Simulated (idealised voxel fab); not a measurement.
The process module that follows is named voxel tone inversion.
Displayed cross-section: cut, width of 260 nm, square cells sized 5 nm.
A cross-section is written here as square cells arranged in a grid, and it is given in bands from the top down, each band taking up one or more rows of cells.
In this notation a band is specified by the heights of its top and bottom, in that order and in nm, after which its materials appear from left to right, each paired with its width in nm. The word "throughout" attached to a single material means that material fills the band from edge to edge; the word "blank" stands for empty space.
Counting heights begins at 0, where everything beneath is, in the wafer as received, one material. The lowest band has no bottom; it goes on downwards, as "from 0 down" shows.
Note: "30->40" means the width goes from the first number (top row of the band) to the second number (bottom row) in equal steps per row of cells.
What does "everything unchanged" mean for a step? It means no cell of the cross-section changed in that step.
Under "Entrapped voids" you'll find the enclosed gaps, the ones with no way out to the top, that are 8 cells or bigger; each reads width x height at distance, with distance counted from the left edge, everything in nm.
Post-settings text on a step line: simulator's own remark regarding the step.
The "overlay nm" setting may appear on a step's line; for a step that uses a mask, it gives how far to the right of its planned position the mask lay, and a negative value indicates the left.
### Here's what the planned process steps look like
1) RECEIVE [material Si]
2) CONFORMAL_DEP [material SiCN] [thk nm 5]
3) DIRECTIONAL_DEP [material aC] [thk nm 25]
4) PATTERN [tone cover] [mask id POSTS] [material resist] [width nm 15] [pitch nm 45] [thk nm 30] [overlay nm 0]
5) DIRECTIONAL_ETCH [etch materials aC] [depth nm 25]
6) STRIP [etch materials resist]
7) FILL_DEP [material SiO2] [thk nm 10]
8) CMP [height nm 30]
9) STRIP [etch materials aC]
10) CONFORMAL_DEP [material TiN] [thk nm 5]
11) FILL_DEP [material Ru] [thk nm 10]
12) CMP [height nm 30]
13) CONFORMAL_DEP [material SiCN] [thk nm 5]
### Delivered wafer in cross-section: state after step 1
- from 0 down  Si throughout
- Entrapped voids: none
### First of two wafers at the end of the module, shown in cross-section; run carried out as planned
- from 35 to 30  SiCN throughout
- from 30 to 10  75 of SiO2  5 of TiN  5 of Ru  5 of TiN  30 of SiO2  5 of TiN  5 of Ru  5 of TiN  30 of SiO2  5 of TiN  5 of Ru  5 of TiN  80 of SiO2
- from 10 to 5  75 of SiO2  15 of TiN  30 of SiO2  15 of TiN  30 of SiO2  15 of TiN  80 of SiO2
- from 5 to 0  SiCN throughout
- from 0 down  Si throughout
- Entrapped voids: none
### This is the second of the two wafers, cross-sectioned at the end of the module; it started exactly like the first and was given the same plan, but it was run with one mistake
- from 35 to 30  SiCN throughout
- from 30 to 10  80 of SiO2  5 of TiN  5 of Ru  5 of TiN  30 of SiO2  5 of TiN  5 of Ru  5 of TiN  30 of SiO2  5 of TiN  5 of Ru  5 of TiN  75 of SiO2
- from 10 to 5  80 of SiO2  15 of TiN  30 of SiO2  15 of TiN  30 of SiO2  15 of TiN  75 of SiO2
- from 5 to 0  SiCN throughout
- from 0 down  Si throughout
- Entrapped voids: none
So what did we get wrong on this run? the process deviated at step 4: the operation and settings actually run there were PATTERN [tone cover] [mask id POSTS] [material resist] [width nm 15] [pitch nm 45] [thk nm 30] [overlay nm 5]
In the final comparison it is observed that the number of cells assigned to each material is identical for the two wafers, whereas their placement is not.
